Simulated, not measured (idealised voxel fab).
voxel wiring stack: a process module
FYI the section here is cut, 280 nm wide, cells are 5 nm squares.
Reading order for cross-sections: top band down to bottom band. Underlying form: a grid of square cells. Band size: one or more rows of cells.
Look at the band entry: it leads with the top's height and the bottom's height in nm. Then it lists the materials left to right, with a width in nm for each. The word "full width" on a single material says that material fills the band edge to edge. The word "empty" is empty space.
Measure heights from 0. That's the level where, below it, the as-received wafer is all one material. The lowest band is bottomless and extends downward; write it as in "0..down".
Width spec "30->40" -> top row of cells at first value, bottom row at second value, equal per-row change in between.
Basically "all unchanged" means that step didn't change any cell in the cross-section.
Look at "Catalogued sealed voids" for the closed voids: empty spaces with no open path to the top, sized 8 cells or up. Each is width x height at distance, distance from the left edge, all nm.
That trailing text on a step's line, after the settings, is the simulator's own remark on the step.
Steps that use a mask can have "overlay nm" on their line. It says how far the mask sat to the right of where it was meant to be. Negative means to the left.
**Here's what the planned process steps look like**
1. op RECEIVE | material Si
2. op CONFORMAL_DEP | material SiO2 | thk nm 10
3. op CONFORMAL_DEP | material SiN | thk nm 5
4. op DIRECTIONAL_DEP | material lowk | thk nm 15
5. op PATTERN | tone open | mask id METAL_1 | material resist | width nm 20 | pitch nm 35 | thk nm 15 | overlay nm 0
6. op DIRECTIONAL_ETCH | etch materials lowk | depth nm 15
7. op DIRECTIONAL_ETCH | etch materials SiN | depth nm 5
8. op STRIP | etch materials resist
9. op CONFORMAL_DEP | material TiN | thk nm 5
10. op FILL_DEP | material Ru | thk nm 5
11. op CMP | height nm 30
12. op CONFORMAL_DEP | material SiCN | thk nm 5
13. op DIRECTIONAL_DEP | material lowk | thk nm 30
14. op PATTERN | tone open | mask id METAL_2_HOLES | material resist | width nm 15 | pitch nm 35 | thk nm 20 | overlay nm 0
15. op DIRECTIONAL_ETCH | etch materials lowk | depth nm 30
16. op STRIP | etch materials resist
17. op DIRECTIONAL_DEP | material aC | thk nm 10
18. op PATTERN | tone open | mask id METAL_2 | material resist | width nm 20 | pitch nm 35 | thk nm 30 | overlay nm 0
19. op DIRECTIONAL_ETCH | etch materials aC | depth nm 10
20. op STRIP | etch materials resist
21. op DIRECTIONAL_ETCH | etch materials lowk | depth nm 20
22. op DIRECTIONAL_ETCH | etch materials SiCN | depth nm 5
23. op STRIP | etch materials aC
24. op CONFORMAL_DEP | material TiN | thk nm 5
25. op FILL_DEP | material Cu | thk nm 10
26. op CMP | height nm 65
27. op CONFORMAL_DEP | material SiCN | thk nm 5
28. op DIRECTIONAL_DEP | material SiO2 | thk nm 15
29. op MASKED_ETCH | tone open | mask id PLUG_2 | width nm 15 | pitch nm 35 | etch materials SiO2 | depth nm 15 | overlay nm 0
30. op MASKED_ETCH | tone open | mask id PLUG_2 | width nm 15 | pitch nm 35 | etch materials SiCN | depth nm 5 | overlay nm 0
31. op CONFORMAL_DEP | material TiN | thk nm 5
32. op FILL_DEP | material W | thk nm 5
33. op CMP | height nm 85
34. op CONFORMAL_DEP | material SiN | thk nm 5
35. op DIRECTIONAL_DEP | material SiO2 | thk nm 15
36. op MASKED_ETCH | tone open | mask id METAL_3 | width nm 20 | pitch nm 35 | etch materials SiO2 | depth nm 15 | overlay nm 0
37. op MASKED_ETCH | tone open | mask id METAL_3 | width nm 20 | pitch nm 35 | etch materials SiN | depth nm 5 | overlay nm 0
38. op CONFORMAL_DEP | material TiN | thk nm 5
39. op FILL_DEP | material Ru | thk nm 10
40. op CMP | height nm 105
41. op CONFORMAL_DEP | material SiCN | thk nm 5
42. op DIRECTIONAL_DEP | material lowk | thk nm 30
43. op MASKED_ETCH | tone open | mask id METAL_4 | width nm 20 | pitch nm 35 | etch materials lowk | depth nm 15 | overlay nm -15
44. op MASKED_ETCH | tone open | mask id METAL_4_HOLES | width nm 15 | pitch nm 70 | etch materials lowk | depth nm 15 | overlay nm 0
45. op MASKED_ETCH | tone open | mask id METAL_4_HOLES | width nm 15 | pitch nm 70 | etch materials SiCN | depth nm 5 | overlay nm 0
46. op CONFORMAL_DEP | material TiN | thk nm 5
47. op FILL_DEP | material Ru | thk nm 5
48. op CMP | height nm 140
49. op CONFORMAL_DEP | material SiN | thk nm 5
Wafers differ in overlay nm at step 43; plan lists the first wafer's value; identical starting state.
**The as-received cross-section of the first of several wafers corresponds to the state after step 1**
	0..down | Si full width
	Catalogued sealed voids: none
**Each row below is a wafer at the end of the module, listing for every material the number of cells it has gained (+) or lost (-) since it was received, followed by its closed voids**
overlay nm -15 | +27 Cu | +56 Ru | +148 SiCN | +144 SiN | +385 SiO2 | +171 TiN | +9 W | +684 lowk | Catalogued sealed voids: none
overlay nm -10 | +27 Cu | +52 Ru | +146 SiCN | +144 SiN | +385 SiO2 | +177 TiN | +9 W | +684 lowk | Catalogued sealed voids: none
overlay nm -5 | +27 Cu | +56 Ru | +144 SiCN | +144 SiN | +385 SiO2 | +175 TiN | +9 W | +684 lowk | Catalogued sealed voids: none
overlay nm 0 | +27 Cu | +56 Ru | +144 SiCN | +144 SiN | +385 SiO2 | +175 TiN | +9 W | +684 lowk | Catalogued sealed voids: none
overlay nm 5 | +27 Cu | +52 Ru | +146 SiCN | +144 SiN | +385 SiO2 | +177 TiN | +9 W | +684 lowk | Catalogued sealed voids: none
overlay nm 10 | +27 Cu | +56 Ru | +148 SiCN | +144 SiN | +385 SiO2 | +171 TiN | +9 W | +684 lowk | Catalogued sealed voids: none
overlay nm 15 | +27 Cu | +64 Ru | +150 SiCN | +144 SiN | +385 SiO2 | +161 TiN | +9 W | +684 lowk | Catalogued sealed voids: none
